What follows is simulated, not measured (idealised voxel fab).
Process module, titled voxel spacer lines
We display cut, a cross-section 200 nm in width whose square cells are each 5 nm.
Notation: cross-section as square-cell grid; stated in bands, top first, going down; one or more cell rows per band. Within each band entry, the heights of the top and of the bottom of the band appear first, in that order and in nm; the materials of the band then follow from left to right, each with its corresponding width in nm. The designation "everywhere" on a single material indicates that it fills the band from edge to edge; the designation "empty" indicates empty space. Beneath 0, the wafer as received is one material, and that level is where height counting begins. The lowest band goes on downward without a bottom; it is written like "0 down". Think of "30->40" as a width that walks from the first number to the second as you go down the band, top row to bottom row, taking equal-sized steps from row to row. "changes: none" -> step changed no cross-section cell. "Enclosed void catalog" lists enclosed empty spaces (at least 8 cells, no open path upward to the top), each as width x height at distance from the left edge, in nm. If you see something after the settings on a step's line, that's the simulator's own remark about that step. overlay nm: where the mask lay relative to plan, measured to the right, on steps with a mask; negatives go left.
-- Below is the list of planned process steps
step 1: RECEIVE,material Si
step 2: CONFORMAL_DEP,material Al2O3,thk nm 10
step 3: DIRECTIONAL_DEP,material W,thk nm 20
step 4: DIRECTIONAL_DEP,material aC,thk nm 20
step 5: PATTERN,tone cover,mask id MANDREL,material resist,width nm 20,pitch nm 60,thk nm 25,overlay nm 0
step 6: DIRECTIONAL_ETCH,etch materials aC,depth nm 20
step 7: STRIP,etch materials resist
step 8: CONFORMAL_DEP,material SiN,thk nm 10
step 9: DIRECTIONAL_ETCH,etch materials SiN,depth nm 10
step 10: STRIP,etch materials aC
step 11: DIRECTIONAL_ETCH,etch materials W,depth nm 20
step 12: STRIP,etch materials SiN
-- Cross-section of the wafer upon arrival, representing the state reached after step 1
0 down: Si everywhere
Enclosed void catalog: none
-- The first of the two wafers as seen in cross-section once the module was finished; processing followed the plan
30 to 10: empty 20, then W 10, then empty 20, then W 10, then empty 20, then W 10, then empty 20, then W 10, then empty 20, then W 10, then empty 20, then W 10, then empty 20
10 to 0: Al2O3 everywhere
0 down: Si everywhere
Enclosed void catalog: none
-- Module end: cross-section of wafer two of two. Same start and process plan as the first wafer. One mistake during execution
30 to 10: empty 15, then W 10, then empty 20, then W 10, then empty 20, then W 10, then empty 20, then W 10, then empty 20, then W 10, then empty 20, then W 10, then empty 25
10 to 0: Al2O3 everywhere
0 down: Si everywhere
Enclosed void catalog: none
The mistake made against the process plan was this: it should be noted that step 5 was executed with settings other than those planned, the operation and settings actually applied being PATTERN,tone cover,mask id MANDREL,material resist,width nm 20,pitch nm 60,thk nm 25,overlay nm -5
Matching per-material cell counts, mismatched positions: that is how the second wafer compares with the first at the end.
